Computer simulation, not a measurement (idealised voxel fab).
process module | voxel ribs on slabs
cross-section cut | 155 nm wide | cells 5 nm
A cross-section is a grid of square cells, given in bands from the top down. A band is one or more rows of cells.
Each band's line starts with the height of the band's top and of its bottom, in nm. Then come its materials from left to right, each with its width in nm. One material with "throughout" fills the band from edge to edge. "air" is empty space.
Height 0 is the level under which the wafer as received is all one material. The lowest band goes on downwards, as in "0 down".
A width such as "30 to 40" changes by the same amount from each row of cells to the next, from the band's top row to its bottom row.
"no change" after a step means that no cell of the cross-section changed.
closed voids: empty space of 8 cells or more with no open way to the top, each as width x height at its distance from the left edge, in nm
after a step's settings: what the simulator itself notes on the step
overlay nm, on a step with a mask: how far to the right of its planned place the mask lay; to the left if negative
plan
1 op RECEIVE | material Si
2 op DIRECTIONAL_DEP | material SiO2 | thk nm 25
3 op DIRECTIONAL_DEP | material SiN | thk nm 20
4 op PATTERN | tone cover | mask id RIB | material resist | width nm 15 | thk nm 15 | overlay nm 0
5 op DIRECTIONAL_ETCH | etch materials SiN | depth nm 5
6 op STRIP | etch materials resist
7 op PATTERN | tone cover | mask id SLAB | material resist | width nm 65 | thk nm 15 | overlay nm 0
8 op DIRECTIONAL_ETCH | etch materials SiN | depth nm 15
9 op STRIP | etch materials resist
10 op FILL_DEP | material SiO2 | thk nm 25
11 op CMP | height nm 60
12 op DIRECTIONAL_DEP | material TiN | thk nm 10
13 op MASKED_ETCH | tone cover | mask id HEATER | width nm 25 | etch materials TiN | depth nm 10 | overlay nm 0
14 op CONFORMAL_DEP | material SiO2 | thk nm 5
as received, after step 1
  0 down: Si throughout
  closed voids: none
first wafer at the end, as planned
  75 to 70: air 60 | SiO2 35 | air 60
  70 to 65: air 60 | SiO2 5 | TiN 25 | SiO2 5 | air 60
  65 to 60: SiO2 65 | TiN 25 | SiO2 65
  60 to 45: SiO2 throughout
  45 to 40: SiO2 70 | SiN 15 | SiO2 70
  40 to 25: SiO2 45 | SiN 65 | SiO2 45
  25 to 0: SiO2 throughout
  0 down: Si throughout
  closed voids: none
second wafer at the end: like start, like plan, one mistake
  75 to 70: air 60 | SiO2 35 | air 60
  70 to 65: air 60 | SiO2 5 | TiN 25 | SiO2 5 | air 60
  65 to 60: SiO2 65 | TiN 25 | SiO2 65
  60 to 45: SiO2 throughout
  45 to 40: SiO2 70 | SiN 15 | SiO2 70
  40 to 25: SiO2 50 | SiN 65 | SiO2 40
  25 to 0: SiO2 throughout
  0 down: Si throughout
  closed voids: none
what went wrong: step 7 ran as: op PATTERN | tone cover | mask id SLAB | material resist | width nm 65 | thk nm 15 | overlay nm 5
at the end the second wafer has, in cells: as many of each material as the first, in other places
